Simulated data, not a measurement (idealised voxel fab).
process module | voxel ribs on slabs
cross-section cut | 285 nm wide | cells 5 nm
A cross-section is a grid of square cells, given in bands from the top down. A band is one or more rows of cells.
Each band's line starts with the height of the band's top and of its bottom, in nm. Then come its materials from left to right, each with its width in nm. One material with "throughout" fills the band from edge to edge. "air" is empty space.
Height 0 is the level under which the wafer as received is all one material. The lowest band goes on downwards, as in "0 down".
A width such as "30 to 40" changes by the same amount from each row of cells to the next, from the band's top row to its bottom row.
"no change" after a step means that no cell of the cross-section changed.
closed voids: empty space of 8 cells or more with no open way to the top, each as width x height at its distance from the left edge, in nm
after a step's settings: what the simulator itself notes on the step
overlay nm, on a step with a mask: how far to the right of its planned place the mask lay; to the left if negative
plan
1 op RECEIVE | material Si
2 op DIRECTIONAL_DEP | material SiO2 | thk nm 25
3 op DIRECTIONAL_DEP | material SiN | thk nm 20
4 op DIRECTIONAL_DEP | material aC | thk nm 10
5 op PATTERN | tone cover | mask id RIB | material resist | width nm 25 | thk nm 25 | overlay nm 0
6 op DIRECTIONAL_ETCH | etch materials aC | depth nm 10
7 op STRIP | etch materials resist
8 op DIRECTIONAL_ETCH | etch materials SiN | depth nm 5
9 op STRIP | etch materials aC
10 op DIRECTIONAL_DEP | material aC | thk nm 10
11 op PATTERN | tone cover | mask id SLAB | material resist | width nm 55 | thk nm 30 | overlay nm 0
12 op DIRECTIONAL_ETCH | etch materials aC | depth nm 10
13 op STRIP | etch materials resist
14 op DIRECTIONAL_ETCH | etch materials SiN | depth nm 15
15 op STRIP | etch materials aC
16 op FILL_DEP | material SiO2 | thk nm 15
17 op CMP | height nm 55
18 op DIRECTIONAL_DEP | material W | thk nm 5
19 op PATTERN | tone cover | mask id HEATER | material resist | width nm 35 | thk nm 20 | overlay nm 0
20 op DIRECTIONAL_ETCH | etch materials W | depth nm 5
21 op STRIP | etch materials resist
22 op CONFORMAL_DEP | material SiO2 | thk nm 5
as received, after step 1
  0 down: Si throughout
  closed voids: none
a wafer at the end: this start, this plan, one mistake
  65 to 60: air 120 | SiO2 45 | air 120
  60 to 55: SiO2 125 | W 35 | SiO2 125
  55 to 45: SiO2 115 | SiN 55 | SiO2 115
  45 to 25: SiN throughout
  25 to 0: SiO2 throughout
  0 down: Si throughout
  closed voids: none
what went wrong: step 3 was run twice
